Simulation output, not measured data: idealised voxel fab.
Process module, titled voxel wiring stack
We display cut, a cross-section 225 nm in width whose square cells are each 5 nm.
Cross-sections here: square-cell grids, written as top-down lists of bands, a band being one or more rows of cells.
For a band, the entry starts with two heights in nm, that of the top and then that of the bottom, and carries on with the band's materials in order from left to right, each alongside its width in nm; the word "throughout" beside a single material means it fills the band edge to edge, and "air" means empty space.
Heights are reckoned from 0. Under this level, the received wafer is all of one material. The bottommost band is open-ended downward, for example "0..down".
Per-row width for "30->40": begins at first number (top row of band), ends at second number (bottom row), increment between rows held constant.
Step marked "stayed the same"? Then no cell in the cross-section changed in it.
This entry, "Closed empty spaces", enumerates those empty regions of no fewer than 8 cells that possess no open connection to the top. Each region is reported in the form width x height at distance, the distance being taken from the left edge, with all three quantities expressed in nm.
Anything after a step's settings on that line? It's the simulator's own note about the step.
The line of a step may include "overlay nm". On a step with a mask, this value is how far to the right of its planned place the mask lay. A negative value means the mask lay to the left.
If you're wondering how to read the rest of this, here's the deal. It's pairs of cross-sections: one from before a process step, one from after it. The after one is only drawn as far down as the lowest band that changed. Right under each pair you'll see which step sits between them and what its settings were. Don't read the pairs as one continuous story, though. They can come from different runs of this module on the same starting wafer, and a pair only carries on from the one above it where its entry headed "Snapshot before" says so.

### Snapshot before
* 65..60  60 nm TiN  15 nm air  30 nm TiN  15 nm air  30 nm TiN  15 nm air  60 nm TiN
* 60..45  55 nm lowk  5 nm TiN  15 nm air  5 nm TiN  20 nm lowk  5 nm TiN  15 nm air  5 nm TiN  20 nm lowk  5 nm TiN  15 nm air  5 nm TiN  55 nm lowk
* 45..35  55 nm lowk  5 nm TiN  5 nm air  15->5 nm TiN  20->30 nm lowk  5 nm TiN  5 nm air  15->5 nm TiN  20->30 nm lowk  5 nm TiN  5 nm air  15->5 nm TiN  55->65 nm lowk
* 35..30  55 nm SiCN  15 nm TiN  30 nm SiCN  15 nm TiN  30 nm SiCN  15 nm TiN  65 nm SiCN
* 30..15  55 nm lowk  25 nm Ru  20 nm lowk  25 nm Ru  20 nm lowk  25 nm Ru  55 nm lowk
* 15..10  55 nm lowk  25 nm TiN  20 nm lowk  25 nm TiN  20 nm lowk  25 nm TiN  55 nm lowk
* 10..0  SiO2 throughout
* 0..down  Si throughout
* Closed empty spaces: none

### Post-Step Cross-Section
* 70..65  Cu throughout
* 65..60  60 nm TiN  15 nm Cu  30 nm TiN  15 nm Cu  30 nm TiN  15 nm Cu  60 nm TiN
* 60..45  55 nm lowk  5 nm TiN  15 nm Cu  5 nm TiN  20 nm lowk  5 nm TiN  15 nm Cu  5 nm TiN  20 nm lowk  5 nm TiN  15 nm Cu  5 nm TiN  55 nm lowk
* 45..35  55 nm lowk  5 nm TiN  5 nm Cu  15->5 nm TiN  20->30 nm lowk  5 nm TiN  5 nm Cu  15->5 nm TiN  20->30 nm lowk  5 nm TiN  5 nm Cu  15->5 nm TiN  55->65 nm lowk
* Lower than 35, everything is as it was.
* Closed empty spaces: none
The two cross-sections above are separated by a single process step, namely FILL_DEP,material Cu,thk nm 5

Snapshot before: just use the after drawing of the pair above as your starting point.

### Post-Step Cross-Section
* 65..60  60 nm TiN  15 nm Cu  30 nm TiN  15 nm Cu  30 nm TiN  15 nm Cu  60 nm TiN
* Lower than 60, everything is as it was.
* Closed empty spaces: none
The two cross-sections above are separated by a single process step, namely CMP,height nm 65

Snapshot before: just use the after drawing of the pair above as your starting point.

### Post-Step Cross-Section
* 70..65  SiN throughout
* Lower than 65, everything is as it was.
* Closed empty spaces: none
The two cross-sections above are separated by a single process step, namely CONFORMAL_DEP,material SiN,thk nm 5

### Snapshot before
* 30..15  Ru throughout
* 15..10  TiN throughout
* 10..0  SiO2 throughout
* 0..down  Si throughout
* Closed empty spaces: none

### Post-Step Cross-Section
* 50..30  60 nm air  20 nm resist  25 nm air  20 nm resist  25 nm air  20 nm resist  55 nm air
* Lower than 30, everything is as it was.
* Closed empty spaces: none
The two cross-sections above are separated by a single process step, namely PATTERN,tone cover,mask id METAL_1,material resist,width nm 20,pitch nm 45,thk nm 20,overlay nm 0

Snapshot before: just use the after drawing of the pair above as your starting point.

### Post-Step Cross-Section
* 50..30  60 nm air  20 nm resist  25 nm air  20 nm resist  25 nm air  20 nm resist  55 nm air
* 30..15  60 nm air  20 nm Ru  25 nm air  20 nm Ru  25 nm air  20 nm Ru  55 nm air
* Lower than 15, everything is as it was.
* Closed empty spaces: none
The two cross-sections above are separated by a single process step, namely DIRECTIONAL_ETCH,etch materials Ru,depth nm 15

Snapshot before: just use the after drawing of the pair above as your starting point.

### Post-Step Cross-Section
* 50..30  60 nm air  20 nm resist  25 nm air  20 nm resist  25 nm air  20 nm resist  55 nm air
* 30..15  60 nm air  20 nm Ru  25 nm air  20 nm Ru  25 nm air  20 nm Ru  55 nm air
* 15..10  60 nm air  20 nm TiN  25 nm air  20 nm TiN  25 nm air  20 nm TiN  55 nm air
* Lower than 10, everything is as it was.
* Closed empty spaces: none
The two cross-sections above are separated by a single process step, namely DIRECTIONAL_ETCH,etch materials TiN,depth nm 5

Snapshot before: just use the after drawing of the pair above as your starting point.

### Post-Step Cross-Section
* 30..15  60 nm air  20 nm Ru  25 nm air  20 nm Ru  25 nm air  20 nm Ru  55 nm air
* Lower than 15, everything is as it was.
* Closed empty spaces: none
The two cross-sections above are separated by a single process step, namely STRIP,etch materials resist

Snapshot before: just use the after drawing of the pair above as your starting point.

### Post-Step Cross-Section
* 35..30  lowk throughout
* 30..15  60 nm lowk  20 nm Ru  25 nm lowk  20 nm Ru  25 nm lowk  20 nm Ru  55 nm lowk
* 15..10  60 nm lowk  20 nm TiN  25 nm lowk  20 nm TiN  25 nm lowk  20 nm TiN  55 nm lowk
* Lower than 10, everything is as it was.
* Closed empty spaces: none
The two cross-sections above are separated by a single process step, namely FILL_DEP,material lowk,thk nm 5

Snapshot before: just use the after drawing of the pair above as your starting point.

### Post-Step Cross-Section
* 30..15  60 nm lowk  20 nm Ru  25 nm lowk  20 nm Ru  25 nm lowk  20 nm Ru  55 nm lowk
* Lower than 15, everything is as it was.
* Closed empty spaces: none
The two cross-sections above are separated by a single process step, namely CMP,height nm 30

Snapshot before: just use the after drawing of the pair above as your starting point.

### Post-Step Cross-Section
* 35..30  SiCN throughout
* Lower than 30, everything is as it was.
* Closed empty spaces: none
The two cross-sections above are separated by a single process step, namely CONFORMAL_DEP,material SiCN,thk nm 5

Snapshot before: just use the after drawing of the pair above as your starting point.

### Post-Step Cross-Section
* 65..35  lowk throughout
* Lower than 35, everything is as it was.
* Closed empty spaces: none
The two cross-sections above are separated by a single process step, namely DIRECTIONAL_DEP,material lowk,thk nm 30

Snapshot before: just use the after drawing of the pair above as your starting point.

### Post-Step Cross-Section
* 65..35  55 nm lowk  15 nm air  30 nm lowk  15 nm air  30 nm lowk  15 nm air  65 nm lowk
* Lower than 35, everything is as it was.
* Closed empty spaces: none
The two cross-sections above are separated by a single process step, namely MASKED_ETCH,tone open,mask id METAL_2_HOLES,width nm 15,pitch nm 45,etch materials lowk,depth nm 30,overlay nm 0

Snapshot before: just use the after drawing of the pair above as your starting point.

### Post-Step Cross-Section
* 65..45  55 nm lowk  25 nm air  20 nm lowk  25 nm air  20 nm lowk  25 nm air  55 nm lowk
* Lower than 45, everything is as it was.
* Closed empty spaces: none
The two cross-sections above are separated by a single process step, namely MASKED_ETCH,tone open,mask id METAL_2,width nm 25,pitch nm 45,etch materials lowk,depth nm 20,overlay nm 0

Snapshot before: just use the after drawing of the pair above as your starting point.

### Post-Step Cross-Section
* 65..45  55 nm lowk  25 nm air  20 nm lowk  25 nm air  20 nm lowk  25 nm air  55 nm lowk
* 45..35  55 nm lowk  15 nm air  30 nm lowk  15 nm air  30 nm lowk  15 nm air  65 nm lowk
* 35..30  55 nm SiCN  15 nm air  30 nm SiCN  15 nm air  30 nm SiCN  15 nm air  65 nm SiCN
* Lower than 30, everything is as it was.
* Closed empty spaces: none
The two cross-sections above are separated by a single process step, namely MASKED_ETCH,tone open,mask id METAL_2,width nm 25,pitch nm 45,etch materials SiCN,depth nm 5,overlay nm 0

Snapshot before: just use the after drawing of the pair above as your starting point.

### Post-Step Cross-Section
* 70..65  60 nm TiN  15 nm air  30 nm TiN  15 nm air  30 nm TiN  15 nm air  60 nm TiN
* 65..50  55 nm lowk  5 nm TiN  15 nm air  5 nm TiN  20 nm lowk  5 nm TiN  15 nm air  5 nm TiN  20 nm lowk  5 nm TiN  15 nm air  5 nm TiN  55 nm lowk
* 50..45  55 nm lowk  5 nm TiN  5 nm air  15 nm TiN  20 nm lowk  5 nm TiN  5 nm air  15 nm TiN  20 nm lowk  5 nm TiN  5 nm air  15 nm TiN  55 nm lowk
* 45..35  55 nm lowk  5 nm TiN  5 nm air  5 nm TiN  30 nm lowk  5 nm TiN  5 nm air  5 nm TiN  30 nm lowk  5 nm TiN  5 nm air  5 nm TiN  65 nm lowk
* 35..30  55 nm SiCN  15 nm TiN  30 nm SiCN  15 nm TiN  30 nm SiCN  15 nm TiN  65 nm SiCN
* Lower than 30, everything is as it was.
* Closed empty spaces: none
The two cross-sections above are separated by a single process step, namely CONFORMAL_DEP,material TiN,thk nm 5

Snapshot before: just use the after drawing of the pair above as your starting point.

### Post-Step Cross-Section
* 75..70  Cu throughout
* 70..65  60 nm TiN  15 nm Cu  30 nm TiN  15 nm Cu  30 nm TiN  15 nm Cu  60 nm TiN
* 65..50  55 nm lowk  5 nm TiN  15 nm Cu  5 nm TiN  20 nm lowk  5 nm TiN  15 nm Cu  5 nm TiN  20 nm lowk  5 nm TiN  15 nm Cu  5 nm TiN  55 nm lowk
* 50..45  55 nm lowk  5 nm TiN  5 nm Cu  15 nm TiN  20 nm lowk  5 nm TiN  5 nm Cu  15 nm TiN  20 nm lowk  5 nm TiN  5 nm Cu  15 nm TiN  55 nm lowk
* 45..35  55 nm lowk  5 nm TiN  5 nm Cu  5 nm TiN  30 nm lowk  5 nm TiN  5 nm Cu  5 nm TiN  30 nm lowk  5 nm TiN  5 nm Cu  5 nm TiN  65 nm lowk
* Lower than 35, everything is as it was.
* Closed empty spaces: none
The two cross-sections above are separated by a single process step, namely FILL_DEP,material Cu,thk nm 5

Snapshot before: just use the after drawing of the pair above as your starting point.

### Post-Step Cross-Section
* 65..50  55 nm lowk  5 nm TiN  15 nm Cu  5 nm TiN  20 nm lowk  5 nm TiN  15 nm Cu  5 nm TiN  20 nm lowk  5 nm TiN  15 nm Cu  5 nm TiN  55 nm lowk
* Lower than 50, everything is as it was.
* Closed empty spaces: none
The two cross-sections above are separated by a single process step, namely CMP,height nm 65

Snapshot before: just use the after drawing of the pair above as your starting point.

### Post-Step Cross-Section
* 70..65  SiN throughout
* Lower than 65, everything is as it was.
* Closed empty spaces: none
The two cross-sections above are separated by a single process step, namely CONFORMAL_DEP,material SiN,thk nm 5

### Snapshot before
* 30..15  Ru throughout
* 15..10  TiN throughout
* 10..0  SiO2 throughout
* 0..down  Si throughout
* Closed empty spaces: none

### Post-Step Cross-Section
* 50..30  45 nm air  25 nm resist  20 nm air  25 nm resist  20 nm air  25 nm resist  65 nm air
* Lower than 30, everything is as it was.
* Closed empty spaces: none
The two cross-sections above are separated by a single process step, namely PATTERN,tone cover,mask id METAL_1,material resist,width nm 25,pitch nm 45,thk nm 20,overlay nm -10

Snapshot before: just use the after drawing of the pair above as your starting point.

### Post-Step Cross-Section
* 50..30  45 nm air  25 nm resist  20 nm air  25 nm resist  20 nm air  25 nm resist  65 nm air
* 30..15  45 nm air  25 nm Ru  20 nm air  25 nm Ru  20 nm air  25 nm Ru  65 nm air
* Lower than 15, everything is as it was.
* Closed empty spaces: none
The two cross-sections above are separated by a single process step, namely DIRECTIONAL_ETCH,etch materials Ru,depth nm 15

Snapshot before: just use the after drawing of the pair above as your starting point.

### Post-Step Cross-Section
* 50..30  45 nm air  25 nm resist  20 nm air  25 nm resist  20 nm air  25 nm resist  65 nm air
* 30..15  45 nm air  25 nm Ru  20 nm air  25 nm Ru  20 nm air  25 nm Ru  65 nm air
* 15..10  45 nm air  25 nm TiN  20 nm air  25 nm TiN  20 nm air  25 nm TiN  65 nm air
* Lower than 10, everything is as it was.
* Closed empty spaces: none
The two cross-sections above are separated by a single process step, namely DIRECTIONAL_ETCH,etch materials TiN,depth nm 5

Snapshot before: just use the after drawing of the pair above as your starting point.

### Post-Step Cross-Section
* 30..15  45 nm air  25 nm Ru  20 nm air  25 nm Ru  20 nm air  25 nm Ru  65 nm air
* Lower than 15, everything is as it was.
* Closed empty spaces: none
The two cross-sections above are separated by a single process step, namely STRIP,etch materials resist

Snapshot before: just use the after drawing of the pair above as your starting point.

### Post-Step Cross-Section
* 35..30  lowk throughout
* 30..15  45 nm lowk  25 nm Ru  20 nm lowk  25 nm Ru  20 nm lowk  25 nm Ru  65 nm lowk
* 15..10  45 nm lowk  25 nm TiN  20 nm lowk  25 nm TiN  20 nm lowk  25 nm TiN  65 nm lowk
* Lower than 10, everything is as it was.
* Closed empty spaces: none
The two cross-sections above are separated by a single process step, namely FILL_DEP,material lowk,thk nm 5

Snapshot before: just use the after drawing of the pair above as your starting point.

### Post-Step Cross-Section
* 30..15  45 nm lowk  25 nm Ru  20 nm lowk  25 nm Ru  20 nm lowk  25 nm Ru  65 nm lowk
* Lower than 15, everything is as it was.
* Closed empty spaces: none
The two cross-sections above are separated by a single process step, namely CMP,height nm 30

Snapshot before: just use the after drawing of the pair above as your starting point.

### Post-Step Cross-Section
* 35..30  SiCN throughout
* Lower than 30, everything is as it was.
* Closed empty spaces: none
The two cross-sections above are separated by a single process step, namely CONFORMAL_DEP,material SiCN,thk nm 5

Snapshot before: just use the after drawing of the pair above as your starting point.

### Post-Step Cross-Section
* 65..35  lowk throughout
* Lower than 35, everything is as it was.
* Closed empty spaces: none
The two cross-sections above are separated by a single process step, namely DIRECTIONAL_DEP,material lowk,thk nm 30

Snapshot before: just use the after drawing of the pair above as your starting point.

### Post-Step Cross-Section
* 65..35  55 nm lowk  15 nm air  30 nm lowk  15 nm air  30 nm lowk  15 nm air  65 nm lowk
* Lower than 35, everything is as it was.
* Closed empty spaces: none
The two cross-sections above are separated by a single process step, namely MASKED_ETCH,tone open,mask id METAL_2_HOLES,width nm 15,pitch nm 45,etch materials lowk,depth nm 30,overlay nm 0

Snapshot before: just use the after drawing of the pair above as your starting point.

### Post-Step Cross-Section
* 65..45  55 nm lowk  25 nm air  20 nm lowk  25 nm air  20 nm lowk  25 nm air  55 nm lowk
* Lower than 45, everything is as it was.
* Closed empty spaces: none
The two cross-sections above are separated by a single process step, namely MASKED_ETCH,tone open,mask id METAL_2,width nm 25,pitch nm 45,etch materials lowk,depth nm 20,overlay nm 0

Snapshot before: just use the after drawing of the pair above as your starting point.

### Post-Step Cross-Section
* 65..45  55 nm lowk  25 nm air  20 nm lowk  25 nm air  20 nm lowk  25 nm air  55 nm lowk
* 45..35  55 nm lowk  15 nm air  30 nm lowk  15 nm air  30 nm lowk  15 nm air  65 nm lowk
* 35..30  55 nm SiCN  15 nm air  30 nm SiCN  15 nm air  30 nm SiCN  15 nm air  65 nm SiCN
* Lower than 30, everything is as it was.
* Closed empty spaces: none
The two cross-sections above are separated by a single process step, namely MASKED_ETCH,tone open,mask id METAL_2,width nm 25,pitch nm 45,etch materials SiCN,depth nm 5,overlay nm 0

Snapshot before: just use the after drawing of the pair above as your starting point.

### Post-Step Cross-Section
* 70..65  60 nm TiN  15 nm air  30 nm TiN  15 nm air  30 nm TiN  15 nm air  60 nm TiN
* 65..50  55 nm lowk  5 nm TiN  15 nm air  5 nm TiN  20 nm lowk  5 nm TiN  15 nm air  5 nm TiN  20 nm lowk  5 nm TiN  15 nm air  5 nm TiN  55 nm lowk
* 50..45  55 nm lowk  5 nm TiN  5 nm air  15 nm TiN  20 nm lowk  5 nm TiN  5 nm air  15 nm TiN  20 nm lowk  5 nm TiN  5 nm air  15 nm TiN  55 nm lowk
* 45..35  55 nm lowk  5 nm TiN  5 nm air  5 nm TiN  30 nm lowk  5 nm TiN  5 nm air  5 nm TiN  30 nm lowk  5 nm TiN  5 nm air  5 nm TiN  65 nm lowk
* 35..30  55 nm SiCN  15 nm TiN  30 nm SiCN  15 nm TiN  30 nm SiCN  15 nm TiN  65 nm SiCN
* Lower than 30, everything is as it was.
* Closed empty spaces: none
The two cross-sections above are separated by a single process step, namely CONFORMAL_DEP,material TiN,thk nm 5

Snapshot before: just use the after drawing of the pair above as your starting point.

### Post-Step Cross-Section
* 75..70  Cu throughout
* 70..65  60 nm TiN  15 nm Cu  30 nm TiN  15 nm Cu  30 nm TiN  15 nm Cu  60 nm TiN
* 65..50  55 nm lowk  5 nm TiN  15 nm Cu  5 nm TiN  20 nm lowk  5 nm TiN  15 nm Cu  5 nm TiN  20 nm lowk  5 nm TiN  15 nm Cu  5 nm TiN  55 nm lowk
* 50..45  55 nm lowk  5 nm TiN  5 nm Cu  15 nm TiN  20 nm lowk  5 nm TiN  5 nm Cu  15 nm TiN  20 nm lowk  5 nm TiN  5 nm Cu  15 nm TiN  55 nm lowk
* 45..35  55 nm lowk  5 nm TiN  5 nm Cu  5 nm TiN  30 nm lowk  5 nm TiN  5 nm Cu  5 nm TiN  30 nm lowk  5 nm TiN  5 nm Cu  5 nm TiN  65 nm lowk
* Lower than 35, everything is as it was.
* Closed empty spaces: none
The two cross-sections above are separated by a single process step, namely FILL_DEP,material Cu,thk nm 5

Snapshot before: just use the after drawing of the pair above as your starting point.

### Post-Step Cross-Section
* 65..50  55 nm lowk  5 nm TiN  15 nm Cu  5 nm TiN  20 nm lowk  5 nm TiN  15 nm Cu  5 nm TiN  20 nm lowk  5 nm TiN  15 nm Cu  5 nm TiN  55 nm lowk
* Lower than 50, everything is as it was.
* Closed empty spaces: none
The two cross-sections above are separated by a single process step, namely CMP,height nm 65

Snapshot before: just use the after drawing of the pair above as your starting point.

### Post-Step Cross-Section
* 70..65  SiN throughout
* Lower than 65, everything is as it was.
* Closed empty spaces: none
The two cross-sections above are separated by a single process step, namely CONFORMAL_DEP,material SiN,thk nm 5

### Snapshot before
* 65..50  55 nm lowk  5 nm TiN  15 nm Cu  5 nm TiN  20 nm lowk  5 nm TiN  15 nm Cu  5 nm TiN  20 nm lowk  5 nm TiN  15 nm Cu  5 nm TiN  55 nm lowk
* 50..45  55 nm lowk  5 nm TiN  5 nm Cu  15 nm TiN  20 nm lowk  5 nm TiN  5 nm Cu  15 nm TiN  20 nm lowk  5 nm TiN  5 nm Cu  15 nm TiN  55 nm lowk
* 45..35  55 nm lowk  5 nm TiN  5 nm Cu  5 nm TiN  30 nm lowk  5 nm TiN  5 nm Cu  5 nm TiN  30 nm lowk  5 nm TiN  5 nm Cu  5 nm TiN  65 nm lowk
* 35..30  55 nm SiCN  15 nm TiN  30 nm SiCN  15 nm TiN  30 nm SiCN  15 nm TiN  65 nm SiCN
* 30..15  55 nm lowk  25 nm Ru  20 nm lowk  25 nm Ru  20 nm lowk  25 nm Ru  55 nm lowk
* 15..10  55 nm lowk  25 nm TiN  20 nm lowk  25 nm TiN  20 nm lowk  25 nm TiN  55 nm lowk
* 10..0  SiO2 throughout
* 0..down  Si throughout
* Closed empty spaces: none

### Post-Step Cross-Section
* 70..65  TiN throughout
* Lower than 65, everything is as it was.
* Closed empty spaces: none
The two cross-sections above are separated by a single process step, namely CONFORMAL_DEP,material TiN,thk nm 5

### Snapshot before
* 30..15  Ru throughout
* 15..10  TiN throughout
* 10..0  SiO2 throughout
* 0..down  Si throughout
* Closed empty spaces: none

### Post-Step Cross-Section
* 50..30  55 nm resist  25 nm air  20 nm resist  25 nm air  20 nm resist  25 nm air  55 nm resist
* Lower than 30, everything is as it was.
* Closed empty spaces: none
The two cross-sections above are separated by a single process step, namely PATTERN,tone open,mask id METAL_1,material resist,width nm 25,pitch nm 45,thk nm 20,overlay nm 0

Snapshot before: just use the after drawing of the pair above as your starting point.

### Post-Step Cross-Section
* 50..30  55 nm resist  25 nm air  20 nm resist  25 nm air  20 nm resist  25 nm air  55 nm resist
* 30..15  55 nm Ru  25 nm air  20 nm Ru  25 nm air  20 nm Ru  25 nm air  55 nm Ru
* Lower than 15, everything is as it was.
* Closed empty spaces: none
The two cross-sections above are separated by a single process step, namely DIRECTIONAL_ETCH,etch materials Ru,depth nm 15

Snapshot before: just use the after drawing of the pair above as your starting point.

### Post-Step Cross-Section
* 50..30  55 nm resist  25 nm air  20 nm resist  25 nm air  20 nm resist  25 nm air  55 nm resist
* 30..15  55 nm Ru  25 nm air  20 nm Ru  25 nm air  20 nm Ru  25 nm air  55 nm Ru
* 15..10  55 nm TiN  25 nm air  20 nm TiN  25 nm air  20 nm TiN  25 nm air  55 nm TiN
* Lower than 10, everything is as it was.
* Closed empty spaces: none
The two cross-sections above are separated by a single process step, namely DIRECTIONAL_ETCH,etch materials TiN,depth nm 5

Snapshot before: just use the after drawing of the pair above as your starting point.

### Post-Step Cross-Section
* 30..15  55 nm Ru  25 nm air  20 nm Ru  25 nm air  20 nm Ru  25 nm air  55 nm Ru
* Lower than 15, everything is as it was.
* Closed empty spaces: none
The two cross-sections above are separated by a single process step, namely STRIP,etch materials resist

Snapshot before: just use the after drawing of the pair above as your starting point.

### Post-Step Cross-Section
* 35..30  lowk throughout
* 30..15  55 nm Ru  25 nm lowk  20 nm Ru  25 nm lowk  20 nm Ru  25 nm lowk  55 nm Ru
* 15..10  55 nm TiN  25 nm lowk  20 nm TiN  25 nm lowk  20 nm TiN  25 nm lowk  55 nm TiN
* Lower than 10, everything is as it was.
* Closed empty spaces: none
The two cross-sections above are separated by a single process step, namely FILL_DEP,material lowk,thk nm 5

Snapshot before: just use the after drawing of the pair above as your starting point.

### Post-Step Cross-Section
* 30..15  55 nm Ru  25 nm lowk  20 nm Ru  25 nm lowk  20 nm Ru  25 nm lowk  55 nm Ru
* Lower than 15, everything is as it was.
* Closed empty spaces: none
The two cross-sections above are separated by a single process step, namely CMP,height nm 30

Snapshot before: just use the after drawing of the pair above as your starting point.

### Post-Step Cross-Section
* 35..30  SiCN throughout
* Lower than 30, everything is as it was.
* Closed empty spaces: none
The two cross-sections above are separated by a single process step, namely CONFORMAL_DEP,material SiCN,thk nm 5

Snapshot before: just use the after drawing of the pair above as your starting point.

### Post-Step Cross-Section
* 65..35  lowk throughout
* Lower than 35, everything is as it was.
* Closed empty spaces: none
The two cross-sections above are separated by a single process step, namely DIRECTIONAL_DEP,material lowk,thk nm 30

Snapshot before: just use the after drawing of the pair above as your starting point.

### Post-Step Cross-Section
* 65..35  55 nm lowk  15 nm air  30 nm lowk  15 nm air  30 nm lowk  15 nm air  65 nm lowk
* Lower than 35, everything is as it was.
* Closed empty spaces: none
The two cross-sections above are separated by a single process step, namely MASKED_ETCH,tone open,mask id METAL_2_HOLES,width nm 15,pitch nm 45,etch materials lowk,depth nm 30,overlay nm 0

Snapshot before: just use the after drawing of the pair above as your starting point.

### Post-Step Cross-Section
* 65..45  55 nm lowk  25 nm air  20 nm lowk  25 nm air  20 nm lowk  25 nm air  55 nm lowk
* Lower than 45, everything is as it was.
* Closed empty spaces: none
The two cross-sections above are separated by a single process step, namely MASKED_ETCH,tone open,mask id METAL_2,width nm 25,pitch nm 45,etch materials lowk,depth nm 20,overlay nm 0

Snapshot before: just use the after drawing of the pair above as your starting point.

### Post-Step Cross-Section
* 65..45  55 nm lowk  25 nm air  20 nm lowk  25 nm air  20 nm lowk  25 nm air  55 nm lowk
* 45..35  55 nm lowk  15 nm air  30 nm lowk  15 nm air  30 nm lowk  15 nm air  65 nm lowk
* 35..30  55 nm SiCN  15 nm air  30 nm SiCN  15 nm air  30 nm SiCN  15 nm air  65 nm SiCN
* Lower than 30, everything is as it was.
* Closed empty spaces: none
The two cross-sections above are separated by a single process step, namely MASKED_ETCH,tone open,mask id METAL_2,width nm 25,pitch nm 45,etch materials SiCN,depth nm 5,overlay nm 0

Snapshot before: just use the after drawing of the pair above as your starting point.

### Post-Step Cross-Section
* 70..65  60 nm TiN  15 nm air  30 nm TiN  15 nm air  30 nm TiN  15 nm air  60 nm TiN
* 65..50  55 nm lowk  5 nm TiN  15 nm air  5 nm TiN  20 nm lowk  5 nm TiN  15 nm air  5 nm TiN  20 nm lowk  5 nm TiN  15 nm air  5 nm TiN  55 nm lowk
* 50..45  55 nm lowk  5 nm TiN  5 nm air  15 nm TiN  20 nm lowk  5 nm TiN  5 nm air  15 nm TiN  20 nm lowk  5 nm TiN  5 nm air  15 nm TiN  55 nm lowk
* 45..35  55 nm lowk  5 nm TiN  5 nm air  5 nm TiN  30 nm lowk  5 nm TiN  5 nm air  5 nm TiN  30 nm lowk  5 nm TiN  5 nm air  5 nm TiN  65 nm lowk
* 35..30  55 nm SiCN  15 nm TiN  30 nm SiCN  15 nm TiN  30 nm SiCN  15 nm TiN  65 nm SiCN
* Lower than 30, everything is as it was.
* Closed empty spaces: none
The two cross-sections above are separated by a single process step, namely CONFORMAL_DEP,material TiN,thk nm 5

Snapshot before: just use the after drawing of the pair above as your starting point.

### Post-Step Cross-Section
* 75..70  Cu throughout
* 70..65  60 nm TiN  15 nm Cu  30 nm TiN  15 nm Cu  30 nm TiN  15 nm Cu  60 nm TiN
* 65..50  55 nm lowk  5 nm TiN  15 nm Cu  5 nm TiN  20 nm lowk  5 nm TiN  15 nm Cu  5 nm TiN  20 nm lowk  5 nm TiN  15 nm Cu  5 nm TiN  55 nm lowk
* 50..45  55 nm lowk  5 nm TiN  5 nm Cu  15 nm TiN  20 nm lowk  5 nm TiN  5 nm Cu  15 nm TiN  20 nm lowk  5 nm TiN  5 nm Cu  15 nm TiN  55 nm lowk
* 45..35  55 nm lowk  5 nm TiN  5 nm Cu  5 nm TiN  30 nm lowk  5 nm TiN  5 nm Cu  5 nm TiN  30 nm lowk  5 nm TiN  5 nm Cu  5 nm TiN  65 nm lowk
* Lower than 35, everything is as it was.
* Closed empty spaces: none
The two cross-sections above are separated by a single process step, namely FILL_DEP,material Cu,thk nm 5

Snapshot before: just use the after drawing of the pair above as your starting point.

### Post-Step Cross-Section
* 65..50  55 nm lowk  5 nm TiN  15 nm Cu  5 nm TiN  20 nm lowk  5 nm TiN  15 nm Cu  5 nm TiN  20 nm lowk  5 nm TiN  15 nm Cu  5 nm TiN  55 nm lowk
* Lower than 50, everything is as it was.
* Closed empty spaces: none
The two cross-sections above are separated by a single process step, namely CMP,height nm 65

Snapshot before: just use the after drawing of the pair above as your starting point.

### Post-Step Cross-Section
* 70..65  SiN throughout
* Lower than 65, everything is as it was.
* Closed empty spaces: none
The two cross-sections above are separated by a single process step, namely CONFORMAL_DEP,material SiN,thk nm 5
